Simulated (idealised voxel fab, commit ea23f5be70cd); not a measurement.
A process module follows: voxel self aligned vias.
Cross-sectional view cut (width: 245 nm; square cell size: 5 nm).
Heads up, the way a cross-section reads in here is a grid of square cells, handed over as bands from the top down, with every band being one or more rows of cells. What a band's entry tells you: where the top is and where the bottom is, as heights in nm, and after that what lies inside, material by material from left to right, each with its width in nm. Empty space is written as the word "air", and a single material marked with the word "everywhere" occupies the band from edge to edge. It should be noted that heights are counted from 0, beneath which the wafer as supplied is of one material throughout, and that the lowest band possesses no lower boundary but continues downward, as written in "from 0 down". Quick explanation for "30..40": the width changes in equal steps down the rows of cells, from the first number in the band's top row to the second number in its bottom row. It should be understood that the words "no change occurred", when stated for a given step, signify that the cross-section underwent no change in any of its cells during that step. Entry "Entrapped voids" = empty spaces >= 8 cells with no open way to the top; each as width x height at distance, distance from left edge, all nm. The remark found on a step's line after its settings is issued by the simulator itself and pertains to that step. "overlay nm", when on a step's line for a step with a mask, measures how far to the right of its planned place the mask lay; a negative measure means to the left.
The steps planned for the process are as follows
1. RECEIVE | material Si
2. CONFORMAL_DEP | material SiO2 | thk nm 15
3. CONFORMAL_DEP | material SiCN | thk nm 5
4. DIRECTIONAL_DEP | material SiO2 | thk nm 20
5. MASKED_ETCH | tone open | mask id LINES | width nm 25 | pitch nm 60 | etch materials SiO2 | depth nm 20 | overlay nm 0
6. CONFORMAL_DEP | material TiN | thk nm 5
7. FILL_DEP | material W | thk nm 10
8. CMP | height nm 40
9. SELECTIVE_ETCH | etch materials W Ru TiN | depth nm 10
10. FILL_DEP | material SiN | thk nm 5
11. CMP | height nm 40
12. DIRECTIONAL_DEP | material SiO2 | thk nm 15
13. MASKED_ETCH | tone open | mask id VIAS | width nm 45 | pitch nm 60 | etch materials SiO2 | depth nm 15 | overlay nm 0
14. MASKED_ETCH | tone open | mask id VIAS | width nm 45 | pitch nm 60 | etch materials SiN | depth nm 10 | overlay nm 0
15. CONFORMAL_DEP | material TiN | thk nm 5
16. FILL_DEP | material Cu | thk nm 10
17. CMP | height nm 55
18. CONFORMAL_DEP | material SiCN | thk nm 5
The first of two wafers, run as planned
Cross-section of the wafer upon arrival, representing the state reached after step 1
> from 0 down  Si everywhere
> Entrapped voids: none
State of the wafer after step 2, shown in cross-section
> from 15 to 0  SiO2 everywhere
> Below 0, the layers are the same as they were.
State of the wafer after step 3, shown in cross-section
> from 20 to 15  SiCN everywhere
> Below 15, the layers are the same as they were.
State of the wafer after step 4, shown in cross-section
> from 40 to 20  SiO2 everywhere
> Below 20, the layers are the same as they were.
State of the wafer after step 5, shown in cross-section
> from 40 to 20  80 SiO2 | 25 air | 35 SiO2 | 25 air | 80 SiO2
> Below 20, the layers are the same as they were.
State of the wafer after step 6, shown in cross-section
> from 45 to 40  85 TiN | 15 air | 45 TiN | 15 air | 85 TiN
> from 40 to 25  80 SiO2 | 5 TiN | 15 air | 5 TiN | 35 SiO2 | 5 TiN | 15 air | 5 TiN | 80 SiO2
> from 25 to 20  80 SiO2 | 25 TiN | 35 SiO2 | 25 TiN | 80 SiO2
> Below 20, the layers are the same as they were.
State of the wafer after step 7, shown in cross-section
> from 55 to 45  W everywhere
> from 45 to 40  85 TiN | 15 W | 45 TiN | 15 W | 85 TiN
> from 40 to 25  80 SiO2 | 5 TiN | 15 W | 5 TiN | 35 SiO2 | 5 TiN | 15 W | 5 TiN | 80 SiO2
> Below 25, the layers are the same as they were.
State of the wafer after step 8, shown in cross-section
> from 40 to 25  80 SiO2 | 5 TiN | 15 W | 5 TiN | 35 SiO2 | 5 TiN | 15 W | 5 TiN | 80 SiO2
> Below 25, the layers are the same as they were.
State of the wafer after step 9, shown in cross-section
> from 40 to 30  80 SiO2 | 25 air | 35 SiO2 | 25 air | 80 SiO2
> Below 30, the layers are the same as they were.
State of the wafer after step 10, shown in cross-section
> from 45 to 40  SiN everywhere
> from 40 to 30  80 SiO2 | 25 SiN | 35 SiO2 | 25 SiN | 80 SiO2
> Below 30, the layers are the same as they were.
State of the wafer after step 11, shown in cross-section
> from 40 to 30  80 SiO2 | 25 SiN | 35 SiO2 | 25 SiN | 80 SiO2
> Below 30, the layers are the same as they were.
State of the wafer after step 12, shown in cross-section
> from 55 to 40  SiO2 everywhere
> Below 40, the layers are the same as they were.
State of the wafer after step 13, shown in cross-section
> from 55 to 40  70 SiO2 | 45 air | 15 SiO2 | 45 air | 70 SiO2
> Below 40, the layers are the same as they were.
State of the wafer after step 14, shown in cross-section
> from 55 to 40  70 SiO2 | 45 air | 15 SiO2 | 45 air | 70 SiO2
> from 40 to 30  80 SiO2 | 25 air | 35 SiO2 | 25 air | 80 SiO2
> Below 30, the layers are the same as they were.
State of the wafer after step 15, shown in cross-section
> from 60 to 55  75 TiN | 35 air | 25 TiN | 35 air | 75 TiN
> from 55 to 45  70 SiO2 | 5 TiN | 35 air | 5 TiN | 15 SiO2 | 5 TiN | 35 air | 5 TiN | 70 SiO2
> from 45 to 35  70..80 SiO2 | 15..5 TiN | 15 air | 15..5 TiN | 15..35 SiO2 | 15..5 TiN | 15 air | 15..5 TiN | 70..80 SiO2
> from 35 to 30  80 SiO2 | 25 TiN | 35 SiO2 | 25 TiN | 80 SiO2
> Below 30, the layers are the same as they were.
State of the wafer after step 16, shown in cross-section
> from 70 to 60  Cu everywhere
> from 60 to 55  75 TiN | 35 Cu | 25 TiN | 35 Cu | 75 TiN
> from 55 to 45  70 SiO2 | 5 TiN | 35 Cu | 5 TiN | 15 SiO2 | 5 TiN | 35 Cu | 5 TiN | 70 SiO2
> from 45 to 35  70..80 SiO2 | 15..5 TiN | 15 Cu | 15..5 TiN | 15..35 SiO2 | 15..5 TiN | 15 Cu | 15..5 TiN | 70..80 SiO2
> Below 35, the layers are the same as they were.
State of the wafer after step 17, shown in cross-section
> from 55 to 45  70 SiO2 | 5 TiN | 35 Cu | 5 TiN | 15 SiO2 | 5 TiN | 35 Cu | 5 TiN | 70 SiO2
> Below 45, the layers are the same as they were.
State of the wafer after step 18, shown in cross-section
> from 60 to 55  SiCN everywhere
> Below 55, the layers are the same as they were.
Here the second wafer is described. Its start and its plan were those of the first wafer. Its run contained one mistake. Up to and including step 11, it did exactly what the first wafer did
Cross-section, second wafer, at the end time the plan gives for step 12
> from 40 to 30  70 SiO2 | 10 air | 25 SiN | 10 air | 15 SiO2 | 10 air | 25 SiN | 10 air | 70 SiO2
> from 30 to 25  70 SiO2 | 10 air | 5 TiN | 15 W | 5 TiN | 10 air | 15 SiO2 | 10 air | 5 TiN | 15 W | 5 TiN | 10 air | 70 SiO2
> Below 25, the layers are the same as they were.
Cross-section, second wafer, at the end time the plan gives for step 13
> from 55 to 40  70 SiO2 | 10 air | 25 SiO2 | 10 air | 15 SiO2 | 10 air | 25 SiO2 | 10 air | 70 SiO2
> from 40 to 30  80 SiO2 | 25 SiN | 35 SiO2 | 25 SiN | 80 SiO2
> from 30 to 25  80 SiO2 | 5 TiN | 15 W | 5 TiN | 35 SiO2 | 5 TiN | 15 W | 5 TiN | 80 SiO2
> Below 25, the layers are the same as they were.
Cross-section, second wafer, at the end time the plan gives for step 14: no change occurred
Cross-section, second wafer, at the end time the plan gives for step 15
> from 60 to 55  TiN everywhere
> from 55 to 40  70 SiO2 | 10 TiN | 25 SiO2 | 10 TiN | 15 SiO2 | 10 TiN | 25 SiO2 | 10 TiN | 70 SiO2
> Below 40, the layers are the same as they were.
Cross-section, second wafer, at the end time the plan gives for step 16
> from 70 to 60  Cu everywhere
> Below 60, the layers are the same as they were.
Cross-section, second wafer, at the end time the plan gives for step 17
> from 55 to 40  70 SiO2 | 10 TiN | 25 SiO2 | 10 TiN | 15 SiO2 | 10 TiN | 25 SiO2 | 10 TiN | 70 SiO2
> Below 40, the layers are the same as they were.
Cross-section, second wafer, at the end time the plan gives for step 18
> from 60 to 55  SiCN everywhere
> Below 55, the layers are the same as they were.
What went wrong in running the wafer? sequence error: steps 12 and 13 interchanged
At the finish, the second wafer shows more or fewer cells for some materials than the first does: -40 Cu, +20 SiN, +30 SiO2, -10 TiN
